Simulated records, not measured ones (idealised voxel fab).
This section sets out a process module, namely voxel spacer lines.
cross-section cut | 195 nm wide | cells 5 nm
When this document writes out a cross-section, it uses a grid of square cells and lists it as bands, beginning at the top and moving down, with a band standing for one or more rows of cells. In this notation a band is specified by the heights of its top and bottom, in that order and in nm, after which its materials appear from left to right, each paired with its width in nm. The word "all across" attached to a single material means that material fills the band from edge to edge; the word "empty" stands for empty space. Heights are measured from 0, the level below which the as-received wafer is all one material; the lowest band has no bottom and continues downward, written as in "z 0 and below". You'd read "30->40" like this: the band's top row of cells is as wide as the first number, its bottom row is as wide as the second, and going down, every row changes width by the same amount as the row before did. The designation "remained unchanged", where it is given for a processing step, indicates that no cell of the cross-section was altered in the course of that step. Look at "Unvented internal voids" for the closed voids: empty spaces with no open path to the top, sized 8 cells or up. Each is width x height at distance, distance from the left edge, all nm. If you see something after the settings on a step's line, that's the simulator's own remark about that step. overlay nm: mask offset rightward from planned place, masked step; negative means leftward offset.
# The following list gives the planned process steps
| 1 | RECEIVE with material Si |
| 2 | CONFORMAL_DEP with material Al2O3, thk nm 5 |
| 3 | DIRECTIONAL_DEP with material TiN, thk nm 15 |
| 4 | DIRECTIONAL_DEP with material polySi, thk nm 30 |
| 5 | PATTERN with tone cover, mask id MANDREL, material resist, width nm 20, pitch nm 70, thk nm 35, overlay nm 0 |
| 6 | DIRECTIONAL_ETCH with etch materials polySi, depth nm 30 |
| 7 | STRIP with etch materials resist |
| 8 | CONFORMAL_DEP with material SiO2, thk nm 15 |
| 9 | DIRECTIONAL_ETCH with etch materials SiO2, depth nm 15 |
| 10 | STRIP with etch materials polySi |
| 11 | DIRECTIONAL_ETCH with etch materials TiN, depth nm 15 |
| 12 | STRIP with etch materials SiO2 |
# Delivered wafer in cross-section: state after step 1
    z 0 and below: Si all across
    Unvented internal voids: none
# Cross-sectional view of the first of the two wafers upon completion of the module, processed in accordance with the plan
    z 20 to 5: 15 nm TiN, 20 nm empty, 15 nm TiN, 20 nm empty, 15 nm TiN, 20 nm empty, 15 nm TiN, 20 nm empty, 15 nm TiN, 20 nm empty, 15 nm TiN, 5 nm empty
    z 5 to 0: Al2O3 all across
    z 0 and below: Si all across
    Unvented internal voids: none
# The second wafer, shown in cross-section after the module: started the same way as the first and given the same plan, yet one mistake crept into how it was run
    z 20 to 5: 15 nm empty, 20 nm TiN, 50 nm empty, 20 nm TiN, 50 nm empty, 20 nm TiN, 20 nm empty
    z 5 to 0: Al2O3 all across
    z 0 and below: Si all across
    Unvented internal voids: none
Plan not followed: it should be noted that step 5 was executed with settings other than those planned, the operation and settings actually applied being PATTERN with tone open, mask id MANDREL, material resist, width nm 20, pitch nm 70, thk nm 35, overlay nm 0
Wrapping up, a cell-based count of both wafers puts the second over or under the first for these materials: TiN -18
